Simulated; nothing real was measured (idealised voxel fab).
Process module, titled voxel released beams
cross-section cut | 255 nm wide | cells 5 nm
Throughout this document, each cross-section is represented as a grid of square cells and is presented as a sequence of bands enumerated from the top downward, where a band comprises one or more rows of cells. Top height, bottom height, nm. Materials left to right, width each, nm. Single material + "full width" = fills band edge to edge. "air" = empty. All heights in this document are referenced to 0, defined as the level beneath which the wafer, as received, consists entirely of one material. The lowest band is not bounded below; it extends indefinitely downward and is written in the form "z 0 and below". Width spec "30 to 40" -> top row of cells at first value, bottom row at second value, equal per-row change in between. "no change" (step): cross-section cells unchanged, all of them. The list in "Unvented cavities" covers empty spaces of 8 cells or more that cannot reach the top through any open way, and it gives each as width x height at distance; the distance is from the left edge, and width, height and distance are in nm. On a step's line, text after the settings is the simulator commenting on that step. For masked steps, "overlay nm" on the step line gives how far right of plan the mask actually lay; a minus sign means it lay to the left.
Listed below are the process steps as planned:
1: RECEIVE (material Si)
2: CONFORMAL_DEP (material SiN; thk nm 5)
3: DIRECTIONAL_DEP (material SiO2; thk nm 20)
4: MASKED_ETCH (tone open; mask id ANCHOR; width nm 35; etch materials SiO2; depth nm 20; overlay nm 0)
5: CONFORMAL_DEP (material W; thk nm 10)
6: DIRECTIONAL_DEP (material aC; thk nm 15)
7: PATTERN (tone cover; mask id BEAM; material resist; width nm 85; thk nm 30; overlay nm 0)
8: DIRECTIONAL_ETCH (etch materials aC; depth nm 15)
9: STRIP (etch materials resist)
10: DIRECTIONAL_ETCH (etch materials W; depth nm 10)
11: STRIP (etch materials aC)
12: STRIP (etch materials SiO2)
First wafer, two in total, run as planned:
As-received state of the wafer in cross-section, equivalent to post-step 1:
	z 0 and below | Si full width
	Unvented cavities: none
Wafer section view after processing step 2:
	z 5 to 0 | SiN full width
	Rest of section, below 0: as before.
Wafer section view after processing step 3:
	z 25 to 5 | SiO2 full width
	Rest of section, below 5: as before.
Wafer section view after processing step 4:
	z 25 to 5 | 85 of SiO2, then 35 of air, then 135 of SiO2
	Rest of section, below 5: as before.
Wafer section view after processing step 5:
	z 35 to 25 | 95 of W, then 15 of air, then 145 of W
	z 25 to 15 | 85 of SiO2, then 10 of W, then 15 of air, then 10 of W, then 135 of SiO2
	z 15 to 5 | 85 of SiO2, then 35 of W, then 135 of SiO2
	Rest of section, below 5: as before.
Wafer section view after processing step 6:
	z 50 to 35 | 95 of aC, then 15 of air, then 145 of aC
	z 35 to 30 | 95 of W, then 15 of air, then 145 of W
	z 30 to 25 | 95 of W, then 15 of aC, then 145 of W
	z 25 to 15 | 85 of SiO2, then 10 of W, then 15 of aC, then 10 of W, then 135 of SiO2
	Rest of section, below 15: as before.
Wafer section view after processing step 7:
	z 80 to 50 | 80 of air, then 85 of resist, then 90 of air
	z 50 to 35 | 95 of aC, then 15 of resist, then 145 of aC
	z 35 to 30 | 95 of W, then 15 of resist, then 145 of W
	Rest of section, below 30: as before.
Wafer section view after processing step 8:
	z 65 to 50 | 80 of air, then 85 of resist, then 90 of air
	z 50 to 35 | 80 of air, then 15 of aC, then 15 of resist, then 55 of aC, then 90 of air
	Rest of section, below 35: as before.
Wafer section view after processing step 9:
	z 50 to 35 | 80 of air, then 15 of aC, then 15 of air, then 55 of aC, then 90 of air
	z 35 to 30 | 95 of W, then 15 of air, then 145 of W
	Rest of section, below 30: as before.
Wafer section view after processing step 10:
	z 50 to 35 | 80 of air, then 15 of aC, then 15 of air, then 55 of aC, then 90 of air
	z 35 to 30 | 80 of air, then 15 of W, then 15 of air, then 55 of W, then 90 of air
	z 30 to 25 | 80 of air, then 15 of W, then 15 of aC, then 55 of W, then 90 of air
	Rest of section, below 25: as before.
Wafer section view after processing step 11:
	z 35 to 25 | 80 of air, then 15 of W, then 15 of air, then 55 of W, then 90 of air
	z 25 to 15 | 85 of SiO2, then 10 of W, then 15 of air, then 10 of W, then 135 of SiO2
	Rest of section, below 15: as before.
Wafer section view after processing step 12:
	z 35 to 25 | 80 of air, then 15 of W, then 15 of air, then 55 of W, then 90 of air
	z 25 to 15 | 85 of air, then 10 of W, then 15 of air, then 10 of W, then 135 of air
	z 15 to 5 | 85 of air, then 35 of W, then 135 of air
	Rest of section, below 5: as before.
For the second wafer, take the first wafer's start and plan, then add one mistake made in running it; everything through step 6, that step included, is shared with the first:
Second wafer, cross-section, planned end of step 7:
	z 80 to 50 | 85 of air, then 85 of resist, then 85 of air
	z 50 to 35 | 95 of aC, then 15 of resist, then 145 of aC
	z 35 to 30 | 95 of W, then 15 of resist, then 145 of W
	Rest of section, below 30: as before.
Second wafer, cross-section, planned end of step 8:
	z 65 to 50 | 85 of air, then 85 of resist, then 85 of air
	z 50 to 35 | 85 of air, then 10 of aC, then 15 of resist, then 60 of aC, then 85 of air
	Rest of section, below 35: as before.
Second wafer, cross-section, planned end of step 9:
	z 50 to 35 | 85 of air, then 10 of aC, then 15 of air, then 60 of aC, then 85 of air
	z 35 to 30 | 95 of W, then 15 of air, then 145 of W
	Rest of section, below 30: as before.
Second wafer, cross-section, planned end of step 10:
	z 50 to 35 | 85 of air, then 10 of aC, then 15 of air, then 60 of aC, then 85 of air
	z 35 to 30 | 85 of air, then 10 of W, then 15 of air, then 60 of W, then 85 of air
	z 30 to 25 | 85 of air, then 10 of W, then 15 of aC, then 60 of W, then 85 of air
	Rest of section, below 25: as before.
Second wafer, cross-section, planned end of step 11:
	z 35 to 25 | 85 of air, then 10 of W, then 15 of air, then 60 of W, then 85 of air
	z 25 to 15 | 85 of SiO2, then 10 of W, then 15 of air, then 10 of W, then 135 of SiO2
	Rest of section, below 15: as before.
Second wafer, cross-section, planned end of step 12:
	z 35 to 25 | 85 of air, then 10 of W, then 15 of air, then 60 of W, then 85 of air
	z 25 to 15 | 85 of air, then 10 of W, then 15 of air, then 10 of W, then 135 of air
	z 15 to 5 | 85 of air, then 35 of W, then 135 of air
	Rest of section, below 5: as before.
What broke from the plan during processing? note that step 7 departed from the planned setting and was carried out as PATTERN (tone cover; mask id BEAM; material resist; width nm 85; thk nm 30; overlay nm 5)
Matching per-material cell counts, mismatched positions: that is how the second wafer compares with the first at the end.
